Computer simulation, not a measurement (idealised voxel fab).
Process module under the name voxel self aligned contacts
Each square cell in cross-section cut measures 5 nm, and the section as a whole is 290 nm wide.
Cross-sections here: square-cell grids, written as top-down lists of bands, a band being one or more rows of cells.
Band: top height; bottom height; in nm. Then, left to right: material with width in nm, for each material. "throughout": a single material spanning edge to edge. "blank": empty space.
All heights in this document are referenced to 0, defined as the level beneath which the wafer, as received, consists entirely of one material. The lowest band is not bounded below; it extends indefinitely downward and is written in the form "0 down".
The expression "30->40" gives the width at the extremes of the band, the first number at its top row of cells and the second at its bottom row, with the width changing by equal amounts from each row to the next in between.
Step marked "stayed the same"? Then no cell in the cross-section changed in it.
Closed empty spaces (no open way to the top) of 8 cells or more are what "Closed internal cavities" lists, each as width x height at distance from the left edge, nm for all three.
The remark found on a step's line after its settings is issued by the simulator itself and pertains to that step.
What "overlay nm" on a step's line means: if the step has a mask, that mask lay this far to the right of its planned place, or, when the value is negative, to the left.
# Process steps - plan
- 1: RECEIVE: material Si
- 2: OXIDIZE: depth nm 5
- 3: DIRECTIONAL_DEP: material polySi, thk nm 20
- 4: DIRECTIONAL_DEP: material SiN, thk nm 20
- 5: DIRECTIONAL_DEP: material aC, thk nm 15
- 6: PATTERN: tone cover, mask id GATE, material resist, width nm 30, pitch nm 70, thk nm 30, overlay nm 0
- 7: DIRECTIONAL_ETCH: etch materials aC, depth nm 15
- 8: STRIP: etch materials resist
- 9: DIRECTIONAL_ETCH: etch materials SiN, depth nm 20
- 10: DIRECTIONAL_ETCH: etch materials polySi, depth nm 20
- 11: STRIP: etch materials aC
- 12: CONFORMAL_DEP: material SiN, thk nm 10
- 13: DIRECTIONAL_ETCH: etch materials SiN, depth nm 10
- 14: FILL_DEP: material SiO2, thk nm 20
- 15: CMP: height nm 50
- 16: DIRECTIONAL_DEP: material aC, thk nm 15
- 17: PATTERN: tone open, mask id CONTACT, material resist, width nm 50, thk nm 30, overlay nm 0
- 18: DIRECTIONAL_ETCH: etch materials aC, depth nm 15
- 19: STRIP: etch materials resist
- 20: DIRECTIONAL_ETCH: etch materials SiO2, depth nm 55
- 21: STRIP: etch materials aC
- 22: CONFORMAL_DEP: material TiN, thk nm 5
- 23: FILL_DEP: material Ru, thk nm 10
- 24: CMP: height nm 50
- 25: CONFORMAL_DEP: material SiN, thk nm 5
# On the first of the two wafers: run conducted according to plan
# As-received state of the wafer in cross-section, equivalent to post-step 1
> 0 down = Si throughout
> Closed internal cavities: none
# The following cross-section depicts the wafer upon completion of step 2
> 0 to -5 = SiO2 throughout
> Under -5: no change, same as before.
# The following cross-section depicts the wafer upon completion of step 3
> 20 to 0 = polySi throughout
> Under 0: no change, same as before.
# The following cross-section depicts the wafer upon completion of step 4
> 40 to 20 = SiN throughout
> Under 20: no change, same as before.
# The following cross-section depicts the wafer upon completion of step 5
> 55 to 40 = aC throughout
> Under 40: no change, same as before.
# The following cross-section depicts the wafer upon completion of step 6
> 85 to 55 = blank 95, resist 30, blank 40, resist 30, blank 95
> Under 55: no change, same as before.
# The following cross-section depicts the wafer upon completion of step 7
> 70 to 55 = blank 95, resist 30, blank 40, resist 30, blank 95
> 55 to 40 = blank 95, aC 30, blank 40, aC 30, blank 95
> Under 40: no change, same as before.
# The following cross-section depicts the wafer upon completion of step 8
> 55 to 40 = blank 95, aC 30, blank 40, aC 30, blank 95
> Under 40: no change, same as before.
# The following cross-section depicts the wafer upon completion of step 9
> 55 to 40 = blank 95, aC 30, blank 40, aC 30, blank 95
> 40 to 20 = blank 95, SiN 30, blank 40, SiN 30, blank 95
> Under 20: no change, same as before.
# The following cross-section depicts the wafer upon completion of step 10
> 55 to 40 = blank 95, aC 30, blank 40, aC 30, blank 95
> 40 to 20 = blank 95, SiN 30, blank 40, SiN 30, blank 95
> 20 to 0 = blank 95, polySi 30, blank 40, polySi 30, blank 95
> Under 0: no change, same as before.
# The following cross-section depicts the wafer upon completion of step 11
> 40 to 20 = blank 95, SiN 30, blank 40, SiN 30, blank 95
> Under 20: no change, same as before.
# The following cross-section depicts the wafer upon completion of step 12
> 50 to 20 = blank 85, SiN 50, blank 20, SiN 50, blank 85
> 20 to 10 = blank 85, SiN 10, polySi 30, SiN 10, blank 20, SiN 10, polySi 30, SiN 10, blank 85
> 10 to 0 = SiN 95, polySi 30, SiN 40, polySi 30, SiN 95
> Under 0: no change, same as before.
# The following cross-section depicts the wafer upon completion of step 13
> 40 to 20 = blank 85, SiN 50, blank 20, SiN 50, blank 85
> 20 to 0 = blank 85, SiN 10, polySi 30, SiN 10, blank 20, SiN 10, polySi 30, SiN 10, blank 85
> Under 0: no change, same as before.
# The following cross-section depicts the wafer upon completion of step 14
> 60 to 40 = SiO2 throughout
> 40 to 20 = SiO2 85, SiN 50, SiO2 20, SiN 50, SiO2 85
> 20 to 0 = SiO2 85, SiN 10, polySi 30, SiN 10, SiO2 20, SiN 10, polySi 30, SiN 10, SiO2 85
> Under 0: no change, same as before.
# The following cross-section depicts the wafer upon completion of step 15
> 50 to 40 = SiO2 throughout
> Under 40: no change, same as before.
# The following cross-section depicts the wafer upon completion of step 16
> 65 to 50 = aC throughout
> Under 50: no change, same as before.
# The following cross-section depicts the wafer upon completion of step 17
> 95 to 65 = resist 120, blank 50, resist 120
> Under 65: no change, same as before.
# The following cross-section depicts the wafer upon completion of step 18
> 80 to 65 = resist 120, blank 50, resist 120
> 65 to 50 = aC 120, blank 50, aC 120
> Under 50: no change, same as before.
# The following cross-section depicts the wafer upon completion of step 19
> 65 to 50 = aC 120, blank 50, aC 120
> Under 50: no change, same as before.
# The following cross-section depicts the wafer upon completion of step 20
> 65 to 50 = aC 120, blank 50, aC 120
> 50 to 40 = SiO2 120, blank 50, SiO2 120
> 40 to 20 = SiO2 85, SiN 50, blank 20, SiN 50, SiO2 85
> 20 to 0 = SiO2 85, SiN 10, polySi 30, SiN 10, blank 20, SiN 10, polySi 30, SiN 10, SiO2 85
> 0 to -5 = SiO2 135, blank 20, SiO2 135
> Under -5: no change, same as before.
# The following cross-section depicts the wafer upon completion of step 21
> 50 to 40 = SiO2 120, blank 50, SiO2 120
> Under 40: no change, same as before.
# The following cross-section depicts the wafer upon completion of step 22
> 55 to 50 = TiN 125, blank 40, TiN 125
> 50 to 40 = SiO2 120, TiN 5->20, blank 40->10, TiN 5->20, SiO2 120
> 40 to 20 = SiO2 85, SiN 50, TiN 5, blank 10, TiN 5, SiN 50, SiO2 85
> 20 to 0 = SiO2 85, SiN 10, polySi 30, SiN 10, TiN 5, blank 10, TiN 5, SiN 10, polySi 30, SiN 10, SiO2 85
> 0 to -5 = SiO2 135, TiN 20, SiO2 135
> Under -5: no change, same as before.
# The following cross-section depicts the wafer upon completion of step 23
> 65 to 55 = Ru throughout
> 55 to 50 = TiN 125, Ru 40, TiN 125
> 50 to 40 = SiO2 120, TiN 5->20, Ru 40->10, TiN 5->20, SiO2 120
> 40 to 20 = SiO2 85, SiN 50, TiN 5, Ru 10, TiN 5, SiN 50, SiO2 85
> 20 to 0 = SiO2 85, SiN 10, polySi 30, SiN 10, TiN 5, Ru 10, TiN 5, SiN 10, polySi 30, SiN 10, SiO2 85
> Under 0: no change, same as before.
# The following cross-section depicts the wafer upon completion of step 24
> 50 to 40 = SiO2 120, TiN 5->20, Ru 40->10, TiN 5->20, SiO2 120
> Under 40: no change, same as before.
# The following cross-section depicts the wafer upon completion of step 25
> 55 to 50 = SiN throughout
> Under 50: no change, same as before.
# Second Wafer (Identical Start and Plan, One Processing Error; Matches First Wafer Through Step 21)
# Look at the second wafer in cross-section at the time step 22 ought to have finished
> 55 to 50 = polySi 125, blank 40, polySi 125
> 50 to 40 = SiO2 120, polySi 5->20, blank 40->10, polySi 5->20, SiO2 120
> 40 to 20 = SiO2 85, SiN 50, polySi 5, blank 10, polySi 5, SiN 50, SiO2 85
> 20 to 0 = SiO2 85, SiN 10, polySi 30, SiN 10, polySi 5, blank 10, polySi 5, SiN 10, polySi 30, SiN 10, SiO2 85
> 0 to -5 = SiO2 135, polySi 20, SiO2 135
> Under -5: no change, same as before.
# Look at the second wafer in cross-section at the time step 23 ought to have finished
> 65 to 55 = Ru throughout
> 55 to 50 = polySi 125, Ru 40, polySi 125
> 50 to 40 = SiO2 120, polySi 5->20, Ru 40->10, polySi 5->20, SiO2 120
> 40 to 20 = SiO2 85, SiN 50, polySi 5, Ru 10, polySi 5, SiN 50, SiO2 85
> 20 to 0 = SiO2 85, SiN 10, polySi 30, SiN 10, polySi 5, Ru 10, polySi 5, SiN 10, polySi 30, SiN 10, SiO2 85
> Under 0: no change, same as before.
# Look at the second wafer in cross-section at the time step 24 ought to have finished
> 50 to 40 = SiO2 120, polySi 5->20, Ru 40->10, polySi 5->20, SiO2 120
> Under 40: no change, same as before.
# Look at the second wafer in cross-section at the time step 25 ought to have finished
> 55 to 50 = SiN throughout
> Under 50: no change, same as before.
The mistake made against the process plan was this: step 22 was run on a setting that differed from the plan, and what really ran there is CONFORMAL_DEP: material polySi, thk nm 5
At the finish, the second wafer shows more or fewer cells for some materials than the first does: -30 TiN; +30 polySi
